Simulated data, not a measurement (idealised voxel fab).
The process module presented herein is designated voxel self aligned vias.
The figure presents cross-section cut, which has a width of 190 nm and is divided into square cells with an edge length of 5 nm.
Just so we're on the same page, the cross-sections are grids of square cells, and they're listed out in bands top to bottom, each band one or more rows deep.
What a band's entry tells you: where the top is and where the bottom is, as heights in nm, and after that what lies inside, material by material from left to right, each with its width in nm. Empty space is written as the word "empty", and a single material marked with the word "everywhere" occupies the band from edge to edge.
Heights from 0 (as-received wafer is one material below). Bottom band endless downward, as "from 0 down".
It should be noted that a width expressed as "30 to 40" varies in equal increments from row to row of cells within the band, taking the value of the first number at the top row and that of the second number at the bottom row.
Take "no alterations made" at face value: in the step it is given for, the cross-section changed in none of its cells.
"Enclosed void listing" enumerates empty spaces isolated from the top, with no open way to it, that contain at least 8 cells, giving each as width x height at distance from the left edge, all three in nm.
On each step's line, the part that comes after the settings is the simulator's own comment on the step.
"overlay nm", when on a step's line for a step with a mask, measures how far to the right of its planned place the mask lay; a negative measure means to the left.
The process steps that were planned are listed below:
1 RECEIVE [material Si]
2 CONFORMAL_DEP [material SiO2] [thk nm 10]
3 CONFORMAL_DEP [material SiCN] [thk nm 5]
4 DIRECTIONAL_DEP [material lowk] [thk nm 20]
5 PATTERN [tone open] [mask id LINES] [material resist] [width nm 25] [pitch nm 65] [thk nm 20] [overlay nm 0]
6 DIRECTIONAL_ETCH [etch materials lowk] [depth nm 20]
7 STRIP [etch materials resist]
8 CONFORMAL_DEP [material TiN] [thk nm 5]
9 FILL_DEP [material Ru] [thk nm 10]
10 CMP [height nm 35]
11 SELECTIVE_ETCH [etch materials W Ru TiN] [depth nm 5]
12 FILL_DEP [material SiN] [thk nm 5]
13 CMP [height nm 35]
14 DIRECTIONAL_DEP [material lowk] [thk nm 20]
15 MASKED_ETCH [tone open] [mask id VIAS] [width nm 35] [etch materials lowk] [depth nm 20] [overlay nm 0]
16 MASKED_ETCH [tone open] [mask id VIAS] [width nm 35] [etch materials SiN] [depth nm 5] [overlay nm 0]
17 CONFORMAL_DEP [material TiN] [thk nm 5]
18 FILL_DEP [material Ru] [thk nm 5]
19 CMP [height nm 55]
20 CONFORMAL_DEP [material SiCN] [thk nm 5]
The first of a set of two wafers, run to plan:
Cross-sectional view of the wafer in its as-received condition, corresponding to the state after step 1:
  from 0 down | Si everywhere
  Enclosed void listing: none
Cross-section through the wafer, step 2 finished:
  from 10 to 0 | SiO2 everywhere
  At heights below 0, the structure remains unaltered.
Cross-section through the wafer, step 3 finished:
  from 15 to 10 | SiCN everywhere
  At heights below 10, the structure remains unaltered.
Cross-section through the wafer, step 4 finished:
  from 35 to 15 | lowk everywhere
  At heights below 15, the structure remains unaltered.
Cross-section through the wafer, step 5 finished:
  from 55 to 35 | resist 50 nm, then empty 25 nm, then resist 40 nm, then empty 25 nm, then resist 50 nm
  At heights below 35, the structure remains unaltered.
Cross-section through the wafer, step 6 finished:
  from 55 to 35 | resist 50 nm, then empty 25 nm, then resist 40 nm, then empty 25 nm, then resist 50 nm
  from 35 to 15 | lowk 50 nm, then empty 25 nm, then lowk 40 nm, then empty 25 nm, then lowk 50 nm
  At heights below 15, the structure remains unaltered.
Cross-section through the wafer, step 7 finished:
  from 35 to 15 | lowk 50 nm, then empty 25 nm, then lowk 40 nm, then empty 25 nm, then lowk 50 nm
  At heights below 15, the structure remains unaltered.
Cross-section through the wafer, step 8 finished:
  from 40 to 35 | TiN 55 nm, then empty 15 nm, then TiN 50 nm, then empty 15 nm, then TiN 55 nm
  from 35 to 20 | lowk 50 nm, then TiN 5 nm, then empty 15 nm, then TiN 5 nm, then lowk 40 nm, then TiN 5 nm, then empty 15 nm, then TiN 5 nm, then lowk 50 nm
  from 20 to 15 | lowk 50 nm, then TiN 25 nm, then lowk 40 nm, then TiN 25 nm, then lowk 50 nm
  At heights below 15, the structure remains unaltered.
Cross-section through the wafer, step 9 finished:
  from 50 to 40 | Ru everywhere
  from 40 to 35 | TiN 55 nm, then Ru 15 nm, then TiN 50 nm, then Ru 15 nm, then TiN 55 nm
  from 35 to 20 | lowk 50 nm, then TiN 5 nm, then Ru 15 nm, then TiN 5 nm, then lowk 40 nm, then TiN 5 nm, then Ru 15 nm, then TiN 5 nm, then lowk 50 nm
  At heights below 20, the structure remains unaltered.
Cross-section through the wafer, step 10 finished:
  from 35 to 20 | lowk 50 nm, then TiN 5 nm, then Ru 15 nm, then TiN 5 nm, then lowk 40 nm, then TiN 5 nm, then Ru 15 nm, then TiN 5 nm, then lowk 50 nm
  At heights below 20, the structure remains unaltered.
Cross-section through the wafer, step 11 finished:
  from 35 to 30 | lowk 50 nm, then empty 25 nm, then lowk 40 nm, then empty 25 nm, then lowk 50 nm
  At heights below 30, the structure remains unaltered.
Cross-section through the wafer, step 12 finished:
  from 40 to 35 | SiN everywhere
  from 35 to 30 | lowk 50 nm, then SiN 25 nm, then lowk 40 nm, then SiN 25 nm, then lowk 50 nm
  At heights below 30, the structure remains unaltered.
Cross-section through the wafer, step 13 finished:
  from 35 to 30 | lowk 50 nm, then SiN 25 nm, then lowk 40 nm, then SiN 25 nm, then lowk 50 nm
  At heights below 30, the structure remains unaltered.
Cross-section through the wafer, step 14 finished:
  from 55 to 35 | lowk everywhere
  At heights below 35, the structure remains unaltered.
Cross-section through the wafer, step 15 finished:
  from 55 to 35 | lowk 45 nm, then empty 35 nm, then lowk 110 nm
  At heights below 35, the structure remains unaltered.
Cross-section through the wafer, step 16 finished:
  from 55 to 35 | lowk 45 nm, then empty 35 nm, then lowk 110 nm
  from 35 to 30 | lowk 50 nm, then empty 25 nm, then lowk 40 nm, then SiN 25 nm, then lowk 50 nm
  At heights below 30, the structure remains unaltered.
Cross-section through the wafer, step 17 finished:
  from 60 to 55 | TiN 50 nm, then empty 25 nm, then TiN 115 nm
  from 55 to 40 | lowk 45 nm, then TiN 5 nm, then empty 25 nm, then TiN 5 nm, then lowk 110 nm
  from 40 to 35 | lowk 45 nm, then TiN 10 nm, then empty 15 nm, then TiN 10 nm, then lowk 110 nm
  from 35 to 30 | lowk 50 nm, then TiN 25 nm, then lowk 40 nm, then SiN 25 nm, then lowk 50 nm
  At heights below 30, the structure remains unaltered.
Cross-section through the wafer, step 18 finished:
  from 65 to 60 | Ru everywhere
  from 60 to 55 | TiN 50 nm, then Ru 25 nm, then TiN 115 nm
  from 55 to 40 | lowk 45 nm, then TiN 5 nm, then Ru 25 nm, then TiN 5 nm, then lowk 110 nm
  from 40 to 35 | lowk 45 nm, then TiN 10 nm, then Ru 15 nm, then TiN 10 nm, then lowk 110 nm
  At heights below 35, the structure remains unaltered.
Cross-section through the wafer, step 19 finished:
  from 55 to 40 | lowk 45 nm, then TiN 5 nm, then Ru 25 nm, then TiN 5 nm, then lowk 110 nm
  At heights below 40, the structure remains unaltered.
Cross-section through the wafer, step 20 finished:
  from 60 to 55 | SiCN everywhere
  At heights below 55, the structure remains unaltered.
Second wafer: like start, like plan, one mistake. Through step 14 it matches the first wafer:
The second wafer in cross-section, at the planned close of step 15:
  from 55 to 35 | lowk 45 nm, then empty 35 nm, then lowk 110 nm
  from 35 to 30 | lowk 45 nm, then empty 5 nm, then SiN 25 nm, then empty 5 nm, then lowk 35 nm, then SiN 25 nm, then lowk 50 nm
  from 30 to 20 | lowk 45 nm, then empty 5 nm, then TiN 5 nm, then Ru 15 nm, then TiN 5 nm, then empty 5 nm, then lowk 35 nm, then TiN 5 nm, then Ru 15 nm, then TiN 5 nm, then lowk 50 nm
  from 20 to 15 | lowk 45 nm, then empty 5 nm, then TiN 25 nm, then empty 5 nm, then lowk 35 nm, then TiN 25 nm, then lowk 50 nm
  At heights below 15, the structure remains unaltered.
The second wafer in cross-section, at the planned close of step 16:
  from 55 to 35 | lowk 45 nm, then empty 35 nm, then lowk 110 nm
  from 35 to 30 | lowk 45 nm, then empty 35 nm, then lowk 35 nm, then SiN 25 nm, then lowk 50 nm
  At heights below 30, the structure remains unaltered.
The second wafer in cross-section, at the planned close of step 17:
  from 60 to 55 | TiN 50 nm, then empty 25 nm, then TiN 115 nm
  from 55 to 35 | lowk 45 nm, then TiN 5 nm, then empty 25 nm, then TiN 5 nm, then lowk 110 nm
  from 35 to 30 | lowk 45 nm, then TiN 35 nm, then lowk 35 nm, then SiN 25 nm, then lowk 50 nm
  from 30 to 20 | lowk 45 nm, then TiN 10 nm, then Ru 15 nm, then TiN 10 nm, then lowk 35 nm, then TiN 5 nm, then Ru 15 nm, then TiN 5 nm, then lowk 50 nm
  from 20 to 15 | lowk 45 nm, then TiN 35 nm, then lowk 35 nm, then TiN 25 nm, then lowk 50 nm
  At heights below 15, the structure remains unaltered.
The second wafer in cross-section, at the planned close of step 18:
  from 65 to 60 | Ru everywhere
  from 60 to 55 | TiN 50 nm, then Ru 25 nm, then TiN 115 nm
  from 55 to 35 | lowk 45 nm, then TiN 5 nm, then Ru 25 nm, then TiN 5 nm, then lowk 110 nm
  At heights below 35, the structure remains unaltered.
The second wafer in cross-section, at the planned close of step 19:
  from 55 to 35 | lowk 45 nm, then TiN 5 nm, then Ru 25 nm, then TiN 5 nm, then lowk 110 nm
  At heights below 35, the structure remains unaltered.
The second wafer in cross-section, at the planned close of step 20:
  from 60 to 55 | SiCN everywhere
  At heights below 55, the structure remains unaltered.
Finding, execution versus plan: heads up, step 15 of the plan got done twice
Heads up, by the end the second wafer has more or fewer cells of some materials compared to the first: Ru +2, TiN +6, lowk -8
